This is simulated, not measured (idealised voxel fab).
Process module under the name voxel tone inversion
cross-section cut | 160 nm wide | cells 5 nm
Cross-section, as written here: a square-cell grid given band by band from the top down, where a band holds one or more rows of cells. Top, bottom (nm), then materials left to right with widths (nm); lone material tagged "everywhere" fills the whole band edge to edge; "empty" = empty space. Height 0 is the level under which the wafer as received is all one material. The lowest band goes on downwards, as in "top 0, no bottom". So if you see something like "30 to 40" for the width, read it as the top row of the band sitting at the first number and the bottom row at the second, with every row in between moving by the same amount as the last. "identical to before" after a step means that no cell of the cross-section changed. "closed voids" - sealed voids, min. 8 cells, no opening to top; format: width x height at distance (distance from left edge; nm throughout). The remark found on a step's line after its settings is issued by the simulator itself and pertains to that step. Each step line may optionally specify "overlay nm", which for a step with a mask gives the rightward distance between the mask's planned place and where it lay, a negative value indicating the leftward direction.

# So here's the lineup of process steps we planned
1. RECEIVE, material Si
2. CONFORMAL_DEP, material SiCN, thk nm 5
3. DIRECTIONAL_DEP, material polySi, thk nm 25
4. PATTERN, tone cover, mask id POSTS, material resist, width nm 25, pitch nm 50, thk nm 35, overlay nm 0
5. DIRECTIONAL_ETCH, etch materials polySi, depth nm 25
6. STRIP, etch materials resist
7. FILL_DEP, material SiO2, thk nm 10
8. CMP, height nm 30
9. STRIP, etch materials polySi

# The first of the two wafers, which ran as planned

# Cross-sectional view of the wafer in its as-received condition, corresponding to the state after step 1
	top 0, no bottom: Si everywhere
	closed voids: none

# Presented here is a cross-section of the wafer after step 2 has been performed
	top 5, bottom 0: SiCN everywhere
	Whatever lies below 0 is exactly as it was before.

# Presented here is a cross-section of the wafer after step 3 has been performed
	top 30, bottom 5: polySi everywhere
	Whatever lies below 5 is exactly as it was before.

# Presented here is a cross-section of the wafer after step 4 has been performed
	top 65, bottom 30: 40 empty  25 resist  25 empty  25 resist  45 empty
	Whatever lies below 30 is exactly as it was before.

# Presented here is a cross-section of the wafer after step 5 has been performed
	top 65, bottom 30: 40 empty  25 resist  25 empty  25 resist  45 empty
	top 30, bottom 5: 40 empty  25 polySi  25 empty  25 polySi  45 empty
	Whatever lies below 5 is exactly as it was before.

# Presented here is a cross-section of the wafer after step 6 has been performed
	top 30, bottom 5: 40 empty  25 polySi  25 empty  25 polySi  45 empty
	Whatever lies below 5 is exactly as it was before.

# Presented here is a cross-section of the wafer after step 7 has been performed
	top 40, bottom 30: SiO2 everywhere
	top 30, bottom 5: 40 SiO2  25 polySi  25 SiO2  25 polySi  45 SiO2
	Whatever lies below 5 is exactly as it was before.

# Presented here is a cross-section of the wafer after step 8 has been performed
	top 30, bottom 5: 40 SiO2  25 polySi  25 SiO2  25 polySi  45 SiO2
	Whatever lies below 5 is exactly as it was before.

# Presented here is a cross-section of the wafer after step 9 has been performed
	top 30, bottom 5: 40 SiO2  25 empty  25 SiO2  25 empty  45 SiO2
	Whatever lies below 5 is exactly as it was before.

# Okay, second wafer. Nothing different at the start, nothing different in the plan, just one mistake somewhere in the running. As far as step 3, counting that step, it's the first wafer all over again

# Planned end of step 4: second wafer, cross-section
	top 65, bottom 30: 35 empty  25 resist  25 empty  25 resist  50 empty
	Whatever lies below 30 is exactly as it was before.

# Planned end of step 5: second wafer, cross-section
	top 65, bottom 30: 35 empty  25 resist  25 empty  25 resist  50 empty
	top 30, bottom 5: 35 empty  25 polySi  25 empty  25 polySi  50 empty
	Whatever lies below 5 is exactly as it was before.

# Planned end of step 6: second wafer, cross-section
	top 30, bottom 5: 35 empty  25 polySi  25 empty  25 polySi  50 empty
	Whatever lies below 5 is exactly as it was before.

# Planned end of step 7: second wafer, cross-section
	top 40, bottom 30: SiO2 everywhere
	top 30, bottom 5: 35 SiO2  25 polySi  25 SiO2  25 polySi  50 SiO2
	Whatever lies below 5 is exactly as it was before.

# Planned end of step 8: second wafer, cross-section
	top 30, bottom 5: 35 SiO2  25 polySi  25 SiO2  25 polySi  50 SiO2
	Whatever lies below 5 is exactly as it was before.

# Planned end of step 9: second wafer, cross-section
	top 30, bottom 5: 35 SiO2  25 empty  25 SiO2  25 empty  50 SiO2
	Whatever lies below 5 is exactly as it was before.
In executing the process, a mistake was made relative to the plan: it should be noted that step 4 was executed with settings other than those planned, the operation and settings actually applied being PATTERN, tone cover, mask id POSTS, material resist, width nm 25, pitch nm 50, thk nm 35, overlay nm -5
In the final comparison it is observed that the number of cells assigned to each material is identical for the two wafers, whereas their placement is not.
